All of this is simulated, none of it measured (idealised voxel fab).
The following process module bears the name voxel capacitor over wiring.
Section cut is 165 nm wide and gridded with 5 nm square cells.
Just so we're on the same page, the cross-sections are grids of square cells, and they're listed out in bands top to bottom, each band one or more rows deep.
Top, bottom (nm), then materials left to right with widths (nm); lone material tagged "edge to edge" fills the whole band edge to edge; "blank" = empty space.
Below 0: as-received wafer, all one material; heights counted from there. Lowest band: no bottom, goes on down, written "top 0, no bottom".
The expression "30 to 40" gives the width at the extremes of the band, the first number at its top row of cells and the second at its bottom row, with the width changing by equal amounts from each row to the next in between.
When a step is marked "nothing different", none of the cells in the cross-section changed during that step.
The entry titled "Voids, fully enclosed" provides the empty spaces that have no open way to the top, restricted to those of 8 cells or more. Each is presented as width x height at distance, the distance being measured from the left edge, with all three in nm.
That trailing text on a step's line, after the settings, is the simulator's own remark on the step.
overlay nm: step with mask; distance mask lay right of planned place; negative value = left of planned place.
Process steps (planned)
| 1 | RECEIVE, material Si |
| 2 | CONFORMAL_DEP, material SiO2, thk nm 10 |
| 3 | DIRECTIONAL_DEP, material TiN, thk nm 5 |
| 4 | DIRECTIONAL_DEP, material W, thk nm 15 |
| 5 | PATTERN, tone cover, mask id METAL_1, material resist, width nm 30, pitch nm 85, thk nm 15, overlay nm 0 |
| 6 | DIRECTIONAL_ETCH, etch materials W, depth nm 15 |
| 7 | DIRECTIONAL_ETCH, etch materials TiN, depth nm 5 |
| 8 | STRIP, etch materials resist |
| 9 | FILL_DEP, material SiO2, thk nm 5 |
| 10 | CMP, height nm 30 |
| 11 | CONFORMAL_DEP, material SiCN, thk nm 5 |
| 12 | DIRECTIONAL_DEP, material SiO2, thk nm 10 |
| 13 | MASKED_ETCH, tone open, mask id PLUG_1, width nm 15, etch materials SiO2, depth nm 10, overlay nm 0 |
| 14 | MASKED_ETCH, tone open, mask id PLUG_1, width nm 15, etch materials SiCN, depth nm 5, overlay nm 0 |
| 15 | EPI, material Ru, thk nm 10 |
| 16 | EPI, material Ru, thk nm 5 |
| 17 | DIRECTIONAL_DEP, material TiN, thk nm 5 |
| 18 | DIRECTIONAL_DEP, material SiN, thk nm 5 |
| 19 | DIRECTIONAL_DEP, material TiN, thk nm 5 |
| 20 | MASKED_ETCH, tone cover, mask id UPPER_PLATE, width nm 60, etch materials TiN, depth nm 5, overlay nm 0 |
| 21 | MASKED_ETCH, tone cover, mask id UPPER_PLATE, width nm 60, etch materials SiN, depth nm 5, overlay nm 0 |
| 22 | MASKED_ETCH, tone cover, mask id LOWER_PLATE, width nm 70, etch materials TiN, depth nm 5, overlay nm 0 |
| 23 | FILL_DEP, material SiO2, thk nm 20 |
| 24 | CMP, height nm 75 |
| 25 | PATTERN, tone open, mask id PLUG_2, material resist, width nm 15, thk nm 20, overlay nm 0 |
| 26 | DIRECTIONAL_ETCH, etch materials SiO2, depth nm 15 |
| 27 | STRIP, etch materials resist |
| 28 | CONFORMAL_DEP, material TiN, thk nm 5 |
| 29 | FILL_DEP, material W, thk nm 5 |
| 30 | CMP, height nm 75 |
| 31 | CONFORMAL_DEP, material SiN, thk nm 5 |
First of the two wafers, run per plan
Cross-section: wafer on arrival = after step 1
	top 0, no bottom = Si edge to edge
	Voids, fully enclosed: none
Presented here is a cross-section of the wafer after step 2 has been performed
	top 10, bottom 0 = SiO2 edge to edge
	Lower than 0, everything is as it was.
Presented here is a cross-section of the wafer after step 3 has been performed
	top 15, bottom 10 = TiN edge to edge
	Lower than 10, everything is as it was.
Presented here is a cross-section of the wafer after step 4 has been performed
	top 30, bottom 15 = W edge to edge
	Lower than 15, everything is as it was.
Presented here is a cross-section of the wafer after step 5 has been performed
	top 45, bottom 30 = 25 blank, then 30 resist, then 55 blank, then 30 resist, then 25 blank
	Lower than 30, everything is as it was.
Presented here is a cross-section of the wafer after step 6 has been performed
	top 45, bottom 30 = 25 blank, then 30 resist, then 55 blank, then 30 resist, then 25 blank
	top 30, bottom 15 = 25 blank, then 30 W, then 55 blank, then 30 W, then 25 blank
	Lower than 15, everything is as it was.
Presented here is a cross-section of the wafer after step 7 has been performed
	top 45, bottom 30 = 25 blank, then 30 resist, then 55 blank, then 30 resist, then 25 blank
	top 30, bottom 15 = 25 blank, then 30 W, then 55 blank, then 30 W, then 25 blank
	top 15, bottom 10 = 25 blank, then 30 TiN, then 55 blank, then 30 TiN, then 25 blank
	Lower than 10, everything is as it was.
Presented here is a cross-section of the wafer after step 8 has been performed
	top 30, bottom 15 = 25 blank, then 30 W, then 55 blank, then 30 W, then 25 blank
	Lower than 15, everything is as it was.
Presented here is a cross-section of the wafer after step 9 has been performed
	top 35, bottom 30 = SiO2 edge to edge
	top 30, bottom 15 = 25 SiO2, then 30 W, then 55 SiO2, then 30 W, then 25 SiO2
	top 15, bottom 10 = 25 SiO2, then 30 TiN, then 55 SiO2, then 30 TiN, then 25 SiO2
	Lower than 10, everything is as it was.
Presented here is a cross-section of the wafer after step 10 has been performed
	top 30, bottom 15 = 25 SiO2, then 30 W, then 55 SiO2, then 30 W, then 25 SiO2
	Lower than 15, everything is as it was.
Presented here is a cross-section of the wafer after step 11 has been performed
	top 35, bottom 30 = SiCN edge to edge
	Lower than 30, everything is as it was.
Presented here is a cross-section of the wafer after step 12 has been performed
	top 45, bottom 35 = SiO2 edge to edge
	Lower than 35, everything is as it was.
Presented here is a cross-section of the wafer after step 13 has been performed
	top 45, bottom 35 = 40 SiO2, then 15 blank, then 110 SiO2
	Lower than 35, everything is as it was.
Presented here is a cross-section of the wafer after step 14 has been performed
	top 45, bottom 35 = 40 SiO2, then 15 blank, then 110 SiO2
	top 35, bottom 30 = 40 SiCN, then 15 blank, then 110 SiCN
	Lower than 30, everything is as it was.
Presented here is a cross-section of the wafer after step 15 has been performed
	top 45, bottom 40 = 40 SiO2, then 15 blank, then 110 SiO2
	top 40, bottom 35 = 40 SiO2, then 15 Ru, then 110 SiO2
	top 35, bottom 30 = 40 SiCN, then 15 Ru, then 110 SiCN
	Lower than 30, everything is as it was.
Presented here is a cross-section of the wafer after step 16 has been performed
	top 45, bottom 35 = 40 SiO2, then 15 Ru, then 110 SiO2
	Lower than 35, everything is as it was.
Presented here is a cross-section of the wafer after step 17 has been performed
	top 50, bottom 45 = TiN edge to edge
	Lower than 45, everything is as it was.
Presented here is a cross-section of the wafer after step 18 has been performed
	top 55, bottom 50 = SiN edge to edge
	Lower than 50, everything is as it was.
Presented here is a cross-section of the wafer after step 19 has been performed
	top 60, bottom 55 = TiN edge to edge
	Lower than 55, everything is as it was.
Presented here is a cross-section of the wafer after step 20 has been performed
	top 60, bottom 55 = 40 blank, then 60 TiN, then 65 blank
	Lower than 55, everything is as it was.
Presented here is a cross-section of the wafer after step 21 has been performed
	top 60, bottom 55 = 40 blank, then 60 TiN, then 65 blank
	top 55, bottom 50 = 40 blank, then 60 SiN, then 65 blank
	Lower than 50, everything is as it was.
Presented here is a cross-section of the wafer after step 22 has been performed
	top 60, bottom 55 = 40 blank, then 60 TiN, then 65 blank
	top 55, bottom 50 = 40 blank, then 60 SiN, then 65 blank
	top 50, bottom 45 = 35 blank, then 70 TiN, then 60 blank
	Lower than 45, everything is as it was.
Presented here is a cross-section of the wafer after step 23 has been performed
	top 80, bottom 60 = SiO2 edge to edge
	top 60, bottom 55 = 40 SiO2, then 60 TiN, then 65 SiO2
	top 55, bottom 50 = 40 SiO2, then 60 SiN, then 65 SiO2
	top 50, bottom 45 = 35 SiO2, then 70 TiN, then 60 SiO2
	Lower than 45, everything is as it was.
Presented here is a cross-section of the wafer after step 24 has been performed
	top 75, bottom 60 = SiO2 edge to edge
	Lower than 60, everything is as it was.
Presented here is a cross-section of the wafer after step 25 has been performed
	top 95, bottom 75 = 50 resist, then 15 blank, then 100 resist
	Lower than 75, everything is as it was.
Presented here is a cross-section of the wafer after step 26 has been performed
	top 95, bottom 75 = 50 resist, then 15 blank, then 100 resist
	top 75, bottom 60 = 50 SiO2, then 15 blank, then 100 SiO2
	Lower than 60, everything is as it was.
Presented here is a cross-section of the wafer after step 27 has been performed
	top 75, bottom 60 = 50 SiO2, then 15 blank, then 100 SiO2
	Lower than 60, everything is as it was.
Presented here is a cross-section of the wafer after step 28 has been performed
	top 80, bottom 75 = 55 TiN, then 5 blank, then 105 TiN
	top 75, bottom 65 = 50 SiO2, then 5 TiN, then 5 blank, then 5 TiN, then 100 SiO2
	top 65, bottom 55 = 50 to 40 SiO2, then 15 to 60 TiN, then 100 to 65 SiO2
	Lower than 55, everything is as it was.
Presented here is a cross-section of the wafer after step 29 has been performed
	top 85, bottom 80 = W edge to edge
	top 80, bottom 75 = 55 TiN, then 5 W, then 105 TiN
	top 75, bottom 65 = 50 SiO2, then 5 TiN, then 5 W, then 5 TiN, then 100 SiO2
	Lower than 65, everything is as it was.
Presented here is a cross-section of the wafer after step 30 has been performed
	top 75, bottom 65 = 50 SiO2, then 5 TiN, then 5 W, then 5 TiN, then 100 SiO2
	Lower than 65, everything is as it was.
Presented here is a cross-section of the wafer after step 31 has been performed
	top 80, bottom 75 = SiN edge to edge
	Lower than 75, everything is as it was.
Wafer two. Same start, same plan, one slip in execution. Same as wafer one through step 30, inclusive
Cross-sectional view of the second wafer at the intended end time of process step 31
	top 80, bottom 75 = SiO2 edge to edge
	Lower than 75, everything is as it was.
Where did the run depart from the plan? in deviation from the planned setting, step 31 was conducted as CONFORMAL_DEP, material SiO2, thk nm 5
Final tally in cells, some materials are higher or lower on the second wafer than on the first: SiN -33; SiO2 +33
